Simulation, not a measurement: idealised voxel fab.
process module | voxel gate over fins
cross-section cut | 220 nm wide | cells 5 nm
A cross-section is a grid of square cells, given in bands from the top down. A band is one or more rows of cells.
Each band's line starts with the height of the band's top and of its bottom, in nm. Then come its materials from left to right, each with its width in nm. One material with "throughout" fills the band from edge to edge. "air" is empty space.
Height 0 is the level under which the wafer as received is all one material. The lowest band goes on downwards, as in "0 down".
A width such as "30 to 40" changes by the same amount from each row of cells to the next, from the band's top row to its bottom row.
"no change" after a step means that no cell of the cross-section changed.
closed voids: empty space of 8 cells or more with no open way to the top, each as width x height at its distance from the left edge, in nm
after a step's settings: what the simulator itself notes on the step
overlay nm, on a step with a mask: how far to the right of its planned place the mask lay; to the left if negative
plan
1 op RECEIVE | material Si
2 op CONFORMAL_DEP | material SiN | thk nm 5
3 op DIRECTIONAL_DEP | material aC | thk nm 10
4 op PATTERN | tone cover | mask id FINS | material resist | width nm 15 | pitch nm 40 | thk nm 25 | overlay nm -15
5 op DIRECTIONAL_ETCH | etch materials aC | depth nm 10
6 op STRIP | etch materials resist
7 op DIRECTIONAL_ETCH | etch materials SiN | depth nm 5
8 op DIRECTIONAL_ETCH | etch materials Si | depth nm 30
9 op STRIP | etch materials aC
10 op FILL_DEP | material SiO2 | thk nm 10
11 op CMP | height nm 5
12 op SELECTIVE_ETCH | etch materials SiO2 | depth nm 20
13 op STRIP | etch materials SiN
14 op CONFORMAL_DEP | material HfO2 | thk nm 5
15 op CONFORMAL_DEP | material TiN | thk nm 5
16 op FILL_DEP | material W | thk nm 15
17 op CMP | height nm 20
18 op CONFORMAL_DEP | material SiN | thk nm 5
varied across the wafers: overlay nm of step 4. The plan shows the first wafer's value. All wafers start alike
first wafer as received, after step 1
  0 down: Si throughout
  closed voids: none
each wafer at the end: cells of each material gained (+) or lost (-) since it was received, then its closed voids
overlay nm -15 | +56 HfO2 | -228 Si | +44 SiN | +114 SiO2 | +56 TiN | +178 W | closed voids: none
overlay nm -10 | +56 HfO2 | -228 Si | +44 SiN | +114 SiO2 | +56 TiN | +178 W | closed voids: none
overlay nm -5 | +56 HfO2 | -228 Si | +44 SiN | +114 SiO2 | +56 TiN | +178 W | closed voids: none
overlay nm 0 | +56 HfO2 | -228 Si | +44 SiN | +114 SiO2 | +56 TiN | +178 W | closed voids: none
overlay nm 5 | +56 HfO2 | -228 Si | +44 SiN | +114 SiO2 | +56 TiN | +178 W | closed voids: none
overlay nm 10 | +56 HfO2 | -228 Si | +44 SiN | +114 SiO2 | +56 TiN | +178 W | closed voids: none
overlay nm 15 | +56 HfO2 | -228 Si | +44 SiN | +114 SiO2 | +56 TiN | +178 W | closed voids: none
